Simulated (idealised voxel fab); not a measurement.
The following is a process module called voxel capacitor over wiring.
In the cross-section labelled cut, the width is 180 nm and each square cell is 5 nm.
This document writes a cross-section as a grid whose cells are square, and gives it as bands, listed from the top down; one or more rows of cells form a band.
What a band's entry tells you: where the top is and where the bottom is, as heights in nm, and after that what lies inside, material by material from left to right, each with its width in nm. Empty space is written as the word "air", and a single material marked with the word "throughout" occupies the band from edge to edge.
Convention: height 0 is the level below which the wafer, as received, is all one material. The lowest band does not terminate at the bottom but continues downward, represented as "from 0 down".
Width "30 to 40": first value at the band's top row of cells, second value at its bottom row, equal change from row to row.
Step note "nothing altered" = no cross-section cell changed.
"Closed empty spaces" - sealed voids, min. 8 cells, no opening to top; format: width x height at distance (distance from left edge; nm throughout).
The remark found on a step's line after its settings is issued by the simulator itself and pertains to that step.
When a step includes a mask, the "overlay nm" setting on its line states how far to the right of its planned place that mask lay, and negative values state how far to the left.
These are the steps we planned for the process
- 1: RECEIVE [material Si]
- 2: CONFORMAL_DEP [material SiO2] [thk nm 10]
- 3: CONFORMAL_DEP [material SiN] [thk nm 5]
- 4: DIRECTIONAL_DEP [material lowk] [thk nm 15]
- 5: DIRECTIONAL_DEP [material aC] [thk nm 10]
- 6: PATTERN [tone open] [mask id METAL_1] [material resist] [width nm 20] [pitch nm 80] [thk nm 30] [overlay nm 0]
- 7: DIRECTIONAL_ETCH [etch materials aC] [depth nm 10]
- 8: STRIP [etch materials resist]
- 9: DIRECTIONAL_ETCH [etch materials lowk] [depth nm 15]
- 10: DIRECTIONAL_ETCH [etch materials SiN] [depth nm 5]
- 11: STRIP [etch materials aC]
- 12: CONFORMAL_DEP [material TiN] [thk nm 5]
- 13: FILL_DEP [material W] [thk nm 10]
- 14: CMP [height nm 30]
- 15: EPI [material Ru] [thk nm 5]
- 16: FILL_DEP [material SiCN] [thk nm 5]
- 17: DIRECTIONAL_DEP [material lowk] [thk nm 20]
- 18: MASKED_ETCH [tone open] [mask id PLUG_1] [width nm 15] [etch materials lowk] [depth nm 20] [overlay nm 0]
- 19: MASKED_ETCH [tone open] [mask id PLUG_1] [width nm 15] [etch materials SiCN] [depth nm 5] [overlay nm 0]
- 20: CONFORMAL_DEP [material TiN] [thk nm 5]
- 21: FILL_DEP [material Cu] [thk nm 10]
- 22: CMP [height nm 60]
- 23: DIRECTIONAL_DEP [material TiN] [thk nm 10]
- 24: DIRECTIONAL_DEP [material Al2O3] [thk nm 5]
- 25: DIRECTIONAL_DEP [material TiN] [thk nm 10]
- 26: DIRECTIONAL_DEP [material aC] [thk nm 10]
- 27: PATTERN [tone cover] [mask id UPPER_PLATE] [material resist] [width nm 65] [thk nm 30] [overlay nm 0]
- 28: DIRECTIONAL_ETCH [etch materials aC] [depth nm 10]
- 29: STRIP [etch materials resist]
- 30: DIRECTIONAL_ETCH [etch materials TiN] [depth nm 10]
- 31: DIRECTIONAL_ETCH [etch materials Al2O3] [depth nm 5]
- 32: STRIP [etch materials aC]
- 33: DIRECTIONAL_DEP [material aC] [thk nm 15]
- 34: PATTERN [tone cover] [mask id LOWER_PLATE] [material resist] [width nm 75] [thk nm 30] [overlay nm 0]
- 35: DIRECTIONAL_ETCH [etch materials aC] [depth nm 15]
- 36: STRIP [etch materials resist]
- 37: DIRECTIONAL_ETCH [etch materials TiN] [depth nm 10]
- 38: STRIP [etch materials aC]
- 39: FILL_DEP [material SiO2] [thk nm 15]
- 40: CMP [height nm 95]
- 41: MASKED_ETCH [tone open] [mask id PLUG_2] [width nm 15] [etch materials SiO2] [depth nm 10] [overlay nm 0]
- 42: CONFORMAL_DEP [material TiN] [thk nm 5]
- 43: FILL_DEP [material W] [thk nm 10]
- 44: CMP [height nm 95]
- 45: CONFORMAL_DEP [material SiCN] [thk nm 5]
Shown in cross-section is the wafer as received, that is, as it stands after step 1
- from 0 down  Si throughout
- Closed empty spaces: none
Starting structure and process plan are as shown above, but one mistake was made in running the module; the wafer cross-section at the end of the module follows
- from 100 to 95  SiCN throughout
- from 95 to 90  SiO2 50 nm | TiN 5 nm | W 5 nm | TiN 5 nm | SiO2 115 nm
- from 90 to 85  SiO2 50 nm | TiN 15 nm | SiO2 115 nm
- from 85 to 75  SiO2 45 nm | TiN 65 nm | SiO2 70 nm
- from 75 to 70  SiO2 45 nm | Al2O3 65 nm | SiO2 70 nm
- from 70 to 60  SiO2 40 nm | TiN 75 nm | SiO2 65 nm
- from 60 to 40  lowk 45 nm | TiN 5 nm | Cu 5 nm | TiN 5 nm | lowk 120 nm
- from 40 to 35  SiCN 45 nm | TiN 15 nm | SiCN 120 nm
- from 35 to 30  SiCN 35 nm | Ru 30 nm | SiCN 50 nm | Ru 30 nm | SiCN 35 nm
- from 30 to 15  lowk 40 nm | TiN 5 nm | W 10 nm | TiN 5 nm | lowk 60 nm | TiN 5 nm | W 10 nm | TiN 5 nm | lowk 40 nm
- from 15 to 10  SiN 40 nm | TiN 20 nm | SiN 60 nm | TiN 20 nm | SiN 40 nm
- from 10 to 0  SiO2 throughout
- from 0 down  Si throughout
- Closed empty spaces: none
Error vs. plan: note that step 41 departed from the planned setting and was carried out as MASKED_ETCH [tone open] [mask id PLUG_2] [width nm 15] [etch materials SiO2] [depth nm 10] [overlay nm -5]
